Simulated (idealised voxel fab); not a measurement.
process module | voxel ribs on slabs
cross-section cut | 170 nm wide | cells 5 nm
A cross-section is a grid of square cells, given in bands from the top down. A band is one or more rows of cells.
Each band's line starts with the height of the band's top and of its bottom, in nm. Then come its materials from left to right, each with its width in nm. One material with "throughout" fills the band from edge to edge. "air" is empty space.
Height 0 is the level under which the wafer as received is all one material. The lowest band goes on downwards, as in "0 down".
A width such as "30 to 40" changes by the same amount from each row of cells to the next, from the band's top row to its bottom row.
"no change" after a step means that no cell of the cross-section changed.
closed voids: empty space of 8 cells or more with no open way to the top, each as width x height at its distance from the left edge, in nm
after a step's settings: what the simulator itself notes on the step
overlay nm, on a step with a mask: how far to the right of its planned place the mask lay; to the left if negative
plan
1 op RECEIVE | material Si
2 op DIRECTIONAL_DEP | material SiO2 | thk nm 30
3 op DIRECTIONAL_DEP | material SiN | thk nm 15
4 op PATTERN | tone cover | mask id RIB | material resist | width nm 30 | thk nm 20 | overlay nm -15
5 op DIRECTIONAL_ETCH | etch materials SiN | depth nm 10
6 op STRIP | etch materials resist
7 op DIRECTIONAL_DEP | material aC | thk nm 10
8 op PATTERN | tone cover | mask id SLAB | material resist | width nm 60 | thk nm 25 | overlay nm 0
9 op DIRECTIONAL_ETCH | etch materials aC | depth nm 10
10 op STRIP | etch materials resist
11 op DIRECTIONAL_ETCH | etch materials SiN | depth nm 5
12 op STRIP | etch materials aC
13 op FILL_DEP | material SiO2 | thk nm 30
14 op CMP | height nm 65
15 op DIRECTIONAL_DEP | material W | thk nm 5
16 op PATTERN | tone cover | mask id HEATER | material resist | width nm 40 | thk nm 20 | overlay nm 0
17 op DIRECTIONAL_ETCH | etch materials W | depth nm 5
18 op STRIP | etch materials resist
19 op CONFORMAL_DEP | material SiN | thk nm 10
varied across the wafers: overlay nm of step 4. The plan shows the first wafer's value. All wafers start alike
first wafer as received, after step 1
  0 down: Si throughout
  closed voids: none
each wafer at the end: cells of each material gained (+) or lost (-) since it was received, then its closed voids
overlay nm -15 | +96 SiN | +418 SiO2 | +8 W | closed voids: none
overlay nm -10 | +96 SiN | +418 SiO2 | +8 W | closed voids: none
overlay nm -5 | +96 SiN | +418 SiO2 | +8 W | closed voids: none
overlay nm 0 | +96 SiN | +418 SiO2 | +8 W | closed voids: none
overlay nm 5 | +96 SiN | +418 SiO2 | +8 W | closed voids: none
overlay nm 10 | +96 SiN | +418 SiO2 | +8 W | closed voids: none
overlay nm 15 | +96 SiN | +418 SiO2 | +8 W | closed voids: none
